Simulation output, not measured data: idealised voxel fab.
voxel transistor to metal: a process module
In the cross-section labelled cut, the width is 205 nm and each square cell is 5 nm.
In what follows, cross-sections appear as grids of square cells, described through bands that run from the top down, where every band is one or more rows of cells.
The band entry comprises the height of the band's top followed by the height of its bottom, expressed in nm, and subsequently the band's materials from left to right, each stated together with its width in nm. Where a single material is marked with the word "full width", that material fills the band from edge to edge. The word "air" represents empty space.
Measure heights from 0. That's the level where, below it, the as-received wafer is all one material. The lowest band is bottomless and extends downward; write it as in "top 0, no bottom".
With a width like "30->40", each row of cells in the band differs from the next by the same amount, the top row carrying the first number and the bottom row the second.
A step reported as "no alteration" is a step in which no cell of the cross-section changed.
In the "Closed void catalog" entry, you get each enclosed empty space of 8 cells or more, one with no open way to the top, written width x height at distance, distance from the left edge, in nm.
Whatever follows a step's settings on its line is a remark the simulator itself makes about that step.
"overlay nm" answers the question of how far to the right of plan the mask lay on a step that has a mask, and when it is negative the answer is to the left.

Plan
| 1 | RECEIVE, material Si |
| 2 | OXIDIZE, depth nm 5 |
| 3 | CONFORMAL_DEP, material SiN, thk nm 15 |
| 4 | DIRECTIONAL_DEP, material aC, thk nm 10 |
| 5 | PATTERN, tone cover, mask id ACTIVE, material resist, width nm 105, thk nm 25, overlay nm 0 |
| 6 | DIRECTIONAL_ETCH, etch materials aC, depth nm 10 |
| 7 | STRIP, etch materials resist |
| 8 | DIRECTIONAL_ETCH, etch materials SiN, depth nm 15 |
| 9 | DIRECTIONAL_ETCH, etch materials SiO2, depth nm 5 |
| 10 | DIRECTIONAL_ETCH, etch materials Si, depth nm 35 |
| 11 | STRIP, etch materials aC |
| 12 | FILL_DEP, material SiO2, thk nm 15 |
| 13 | CMP, height nm 15 |
| 14 | SELECTIVE_ETCH, etch materials SiO2, depth nm 10 |
| 15 | STRIP, etch materials SiN |
| 16 | SELECTIVE_ETCH, etch materials SiO2, depth nm 5 |
| 17 | OXIDIZE, depth nm 5 |
| 18 | DIRECTIONAL_DEP, material polySi, thk nm 20 |
| 19 | DIRECTIONAL_DEP, material SiCN, thk nm 15 |
| 20 | MASKED_ETCH, tone cover, mask id GATE, width nm 25, etch materials SiCN, depth nm 25, overlay nm 0 |
| 21 | MASKED_ETCH, tone cover, mask id GATE, width nm 25, etch materials polySi, depth nm 30, overlay nm 0 |
| 22 | CONFORMAL_DEP, material SiN, thk nm 10 |
| 23 | DIRECTIONAL_ETCH, etch materials SiN, depth nm 10 |
| 24 | DIRECTIONAL_ETCH, etch materials SiO2, depth nm 5 |
| 25 | DIRECTIONAL_ETCH, etch materials Si, depth nm 15 |
| 26 | EPI, material pSi, thk nm 15 |
| 27 | FILL_DEP, material SiO2, thk nm 10 |
| 28 | CMP, height nm 15 |
| 29 | STRIP, etch materials polySi |
| 30 | SELECTIVE_ETCH, etch materials SiO2, depth nm 5 |
| 31 | CONFORMAL_DEP, material HfO2, thk nm 5 |
| 32 | CONFORMAL_DEP, material TiN, thk nm 5 |
| 33 | FILL_DEP, material W, thk nm 5 |
| 34 | CMP, height nm 10 |
| 35 | DIRECTIONAL_DEP, material SiO2, thk nm 15 |
| 36 | MASKED_ETCH, tone open, mask id CONTACT, width nm 15, pitch nm 80, etch materials SiO2, depth nm 20, overlay nm 0 |
| 37 | CONFORMAL_DEP, material TiN, thk nm 5 |
| 38 | FILL_DEP, material W, thk nm 5 |
| 39 | CMP, height nm 25 |
| 40 | CONFORMAL_DEP, material SiCN, thk nm 5 |
| 41 | DIRECTIONAL_DEP, material SiO2, thk nm 25 |
| 42 | DIRECTIONAL_DEP, material aC, thk nm 10 |
| 43 | PATTERN, tone open, mask id METAL_1, material resist, width nm 15, pitch nm 80, thk nm 30, overlay nm 0 |
| 44 | DIRECTIONAL_ETCH, etch materials aC, depth nm 10 |
| 45 | STRIP, etch materials resist |
| 46 | DIRECTIONAL_ETCH, etch materials SiO2, depth nm 25 |
| 47 | DIRECTIONAL_ETCH, etch materials SiCN, depth nm 5 |
| 48 | STRIP, etch materials aC |
| 49 | CONFORMAL_DEP, material TiN, thk nm 5 |
| 50 | FILL_DEP, material W, thk nm 5 |
| 51 | CMP, height nm 55 |
| 52 | EPI, material Ru, thk nm 5 |
| 53 | FILL_DEP, material SiCN, thk nm 5 |

Wafer as received: cross-section following step 1
	top 0, no bottom: Si full width
	Closed void catalog: none

Cross-section, end of module. Start: as above. Plan: as above. Execution: one mistake
	top 65, bottom 60: SiCN full width
	top 60, bottom 55: SiCN 50, Ru 25, SiCN 55, Ru 25, SiCN 50
	top 55, bottom 30: SiO2 55, TiN 5, W 5, TiN 5, SiO2 65, TiN 5, W 5, TiN 5, SiO2 55
	top 30, bottom 25: SiCN 55, TiN 15, SiCN 65, TiN 15, SiCN 55
	top 25, bottom 10: SiO2 55, TiN 5, W 5, TiN 5, SiO2 65, TiN 5, W 5, TiN 5, SiO2 55
	top 10, bottom 5: SiO2 55, TiN 15, SiO2 15, SiN 5, HfO2 5, TiN 5, W 5, TiN 5, HfO2 5, SiN 5, SiO2 15, TiN 15, SiO2 55
	top 5, bottom 0: SiO2 70, pSi 15, SiN 5, HfO2 5, TiN 5, W 5, TiN 5, HfO2 5, SiN 5, pSi 15, SiO2 70
	top 0, bottom -5: SiO2 70, pSi 15, SiN 5, HfO2 5, TiN 15, HfO2 5, SiN 5, pSi 15, SiO2 70
	top -5, bottom -10: SiO2 70, pSi 15, HfO2 35, pSi 15, SiO2 70
	top -10, bottom -25: SiO2 50, pSi 35, Si 35, pSi 35, SiO2 50
	top -25, bottom -40: SiO2 50, Si 105, SiO2 50
	top -40, no bottom: Si full width
	Closed void catalog: none
Deviation from plan: note that step 22 departed from the planned setting and was carried out as CONFORMAL_DEP, material SiN, thk nm 5
